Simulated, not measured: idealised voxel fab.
Process module under the name voxel ribs on slabs
Cross-section cut: width 235 nm, square cells of 5 nm.
If you're reading a cross-section in this doc, picture square cells in a grid; it comes to you as bands, top ones listed first down to the bottom, and a band can be one or more rows of cells.
It is stipulated that each band's entry specify, in nanometres, the height of the top of the band and then that of its bottom, followed by the materials of the band in left-to-right sequence, each together with its width in nanometres. A single material marked by the word "everywhere" is understood to fill the band from edge to edge; the word "blank" is understood to denote empty space.
The level at which height equals 0 is the one under which the wafer, as it arrives, is entirely one material. No lower edge exists for the bottom band, which continues downward and is notated as in "0 -> down".
The width entry "30 to 40" should be interpreted row by row: the top row of cells in the band takes the first number, the bottom row takes the second number, and the change between adjacent rows is uniform throughout.
The designation "no change occurred", where it is given for a processing step, indicates that no cell of the cross-section was altered in the course of that step.
The entry "Completely sealed voids" lists the empty spaces that cover at least 8 cells and have no open path to the top. Each is written as width x height at distance, where the distance is measured from the left edge and all three values are in nm.
Step line, after settings: the simulator's comment on this step.
"overlay nm" on a masked step: distance the mask lay right of its planned place, negative for left.

SET OUT BELOW ARE THE PLANNED STEPS OF THE PROCESS
step 1: RECEIVE: material Si
step 2: DIRECTIONAL_DEP: material SiO2, thk nm 20
step 3: DIRECTIONAL_DEP: material SiN, thk nm 25
step 4: DIRECTIONAL_DEP: material aC, thk nm 15
step 5: PATTERN: tone cover, mask id RIB, material resist, width nm 30, thk nm 35, overlay nm 0
step 6: DIRECTIONAL_ETCH: etch materials aC, depth nm 15
step 7: STRIP: etch materials resist
step 8: DIRECTIONAL_ETCH: etch materials SiN, depth nm 5
step 9: STRIP: etch materials aC
step 10: MASKED_ETCH: tone cover, mask id SLAB, width nm 60, etch materials SiN, depth nm 20, overlay nm 0
step 11: FILL_DEP: material SiO2, thk nm 15
step 12: CMP: height nm 55
step 13: DIRECTIONAL_DEP: material TiN, thk nm 5
step 14: PATTERN: tone cover, mask id HEATER, material resist, width nm 40, thk nm 20, overlay nm 0
step 15: DIRECTIONAL_ETCH: etch materials TiN, depth nm 5
step 16: STRIP: etch materials resist
step 17: CONFORMAL_DEP: material SiN, thk nm 5

FIRST WAFER, AS PLANNED

RECEIVED-STATE CROSS-SECTION, REFLECTING COMPLETION OF STEP 1
- 0 -> down: Si everywhere
- Completely sealed voids: none

ONCE STEP 2 IS THROUGH, THE WAFER LOOKS LIKE THIS IN CROSS-SECTION
- 20 -> 0: SiO2 everywhere
- Rest of section, below 0: as before.

ONCE STEP 3 IS THROUGH, THE WAFER LOOKS LIKE THIS IN CROSS-SECTION
- 45 -> 20: SiN everywhere
- Rest of section, below 20: as before.

ONCE STEP 4 IS THROUGH, THE WAFER LOOKS LIKE THIS IN CROSS-SECTION
- 60 -> 45: aC everywhere
- Rest of section, below 45: as before.

ONCE STEP 5 IS THROUGH, THE WAFER LOOKS LIKE THIS IN CROSS-SECTION
- 95 -> 60: blank (100), then resist (30), then blank (105)
- Rest of section, below 60: as before.

ONCE STEP 6 IS THROUGH, THE WAFER LOOKS LIKE THIS IN CROSS-SECTION
- 80 -> 60: blank (100), then resist (30), then blank (105)
- 60 -> 45: blank (100), then aC (30), then blank (105)
- Rest of section, below 45: as before.

ONCE STEP 7 IS THROUGH, THE WAFER LOOKS LIKE THIS IN CROSS-SECTION
- 60 -> 45: blank (100), then aC (30), then blank (105)
- Rest of section, below 45: as before.

ONCE STEP 8 IS THROUGH, THE WAFER LOOKS LIKE THIS IN CROSS-SECTION
- 60 -> 45: blank (100), then aC (30), then blank (105)
- 45 -> 40: blank (100), then SiN (30), then blank (105)
- Rest of section, below 40: as before.

ONCE STEP 9 IS THROUGH, THE WAFER LOOKS LIKE THIS IN CROSS-SECTION
- 45 -> 40: blank (100), then SiN (30), then blank (105)
- Rest of section, below 40: as before.

ONCE STEP 10 IS THROUGH, THE WAFER LOOKS LIKE THIS IN CROSS-SECTION
- 45 -> 40: blank (100), then SiN (30), then blank (105)
- 40 -> 20: blank (85), then SiN (60), then blank (90)
- Rest of section, below 20: as before.

ONCE STEP 11 IS THROUGH, THE WAFER LOOKS LIKE THIS IN CROSS-SECTION
- 60 -> 45: SiO2 everywhere
- 45 -> 40: SiO2 (100), then SiN (30), then SiO2 (105)
- 40 -> 20: SiO2 (85), then SiN (60), then SiO2 (90)
- Rest of section, below 20: as before.

ONCE STEP 12 IS THROUGH, THE WAFER LOOKS LIKE THIS IN CROSS-SECTION
- 55 -> 45: SiO2 everywhere
- Rest of section, below 45: as before.

ONCE STEP 13 IS THROUGH, THE WAFER LOOKS LIKE THIS IN CROSS-SECTION
- 60 -> 55: TiN everywhere
- Rest of section, below 55: as before.

ONCE STEP 14 IS THROUGH, THE WAFER LOOKS LIKE THIS IN CROSS-SECTION
- 80 -> 60: blank (95), then resist (40), then blank (100)
- Rest of section, below 60: as before.

ONCE STEP 15 IS THROUGH, THE WAFER LOOKS LIKE THIS IN CROSS-SECTION
- 80 -> 60: blank (95), then resist (40), then blank (100)
- 60 -> 55: blank (95), then TiN (40), then blank (100)
- Rest of section, below 55: as before.

ONCE STEP 16 IS THROUGH, THE WAFER LOOKS LIKE THIS IN CROSS-SECTION
- 60 -> 55: blank (95), then TiN (40), then blank (100)
- Rest of section, below 55: as before.

ONCE STEP 17 IS THROUGH, THE WAFER LOOKS LIKE THIS IN CROSS-SECTION
- 65 -> 60: blank (90), then SiN (50), then blank (95)
- 60 -> 55: SiN (95), then TiN (40), then SiN (100)
- Rest of section, below 55: as before.

WAFER TWO OF THE PAIR: SAME ORIGIN, SAME PLAN, ONE ERROR DURING THE RUN; IDENTICAL TO WAFER ONE UP TO AND INCLUDING STEP 16

Second wafer profile in section, at the moment step 17 of the plan was meant to be complete: no change occurred
Here's what went sideways: step 17 from the plan never happened, it was just skipped
End of process, cell counts, second wafer against first, materials with more or fewer: SiN: 49 fewer
